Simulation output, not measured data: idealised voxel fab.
Title: Process Module voxel air gaps
This is section cut - it's 265 nm across, gridded in 5 nm square cells.
Notation: cross-section as square-cell grid; stated in bands, top first, going down; one or more cell rows per band. Top, bottom (nm), then materials left to right with widths (nm); lone material tagged "throughout" fills the whole band edge to edge; "empty" = empty space. For the purposes of this specification, 0 denotes the height below which the wafer in its as-received condition is composed wholly of one material, and the lowermost band, lacking a lower limit, extends downward without end, as expressed in "0 -> down". Graded width ("30->40"): value in top row of band = first number; value in bottom row = second number; row-to-row change constant. You'll sometimes find "nothing different" written for a step, and that's the way of saying that nowhere in the cross-section did a cell change during that step. Look at "Enclosed cavities" for the closed voids: empty spaces with no open path to the top, sized 8 cells or up. Each is width x height at distance, distance from the left edge, all nm. Note: text after step settings on the step line = simulator remark on that step. If you see "overlay nm" on a step's line and that step has a mask, it's telling you how far right of where it was planned the mask ended up; a negative number means it went left instead.
The steps planned for the process are as follows
step 1: RECEIVE [material Si]
step 2: CONFORMAL_DEP [material SiO2] [thk nm 15]
step 3: CONFORMAL_DEP [material SiCN] [thk nm 5]
step 4: DIRECTIONAL_DEP [material lowk] [thk nm 35]
step 5: MASKED_ETCH [tone open] [mask id LINES] [width nm 20] [pitch nm 50] [etch materials lowk] [depth nm 35] [overlay nm 0]
step 6: CONFORMAL_DEP [material TiN] [thk nm 5]
step 7: FILL_DEP [material Ru] [thk nm 5]
step 8: CMP [height nm 55]
step 9: EPI [material Ru] [thk nm 10]
step 10: SELECTIVE_ETCH [etch materials lowk] [depth nm 45]
step 11: CONFORMAL_DEP [material SiCN] [thk nm 5]
Incoming wafer in cross-section (state: after step 1)
    0 -> down: Si throughout
    Enclosed cavities: none
Wafer at module end, in section. Began as above, planned as above, run with one mistake
    70 -> 65: SiCN throughout
    65 -> 55: Ru throughout
    55 -> 25: Ru 65, then TiN 5, then lowk 20, then TiN 5, then Ru 20, then TiN 5, then lowk 20, then TiN 5, then Ru 20, then TiN 5, then lowk 20, then TiN 5, then Ru 70
    25 -> 20: TiN 70, then lowk 20, then TiN 30, then lowk 20, then TiN 30, then lowk 20, then TiN 75
    20 -> 15: SiCN throughout
    15 -> 0: SiO2 throughout
    0 -> down: Si throughout
    Enclosed cavities: none
Processing error: step 5 did not use the planned setting and instead ran as MASKED_ETCH [tone cover] [mask id LINES] [width nm 20] [pitch nm 50] [etch materials lowk] [depth nm 35] [overlay nm 0]
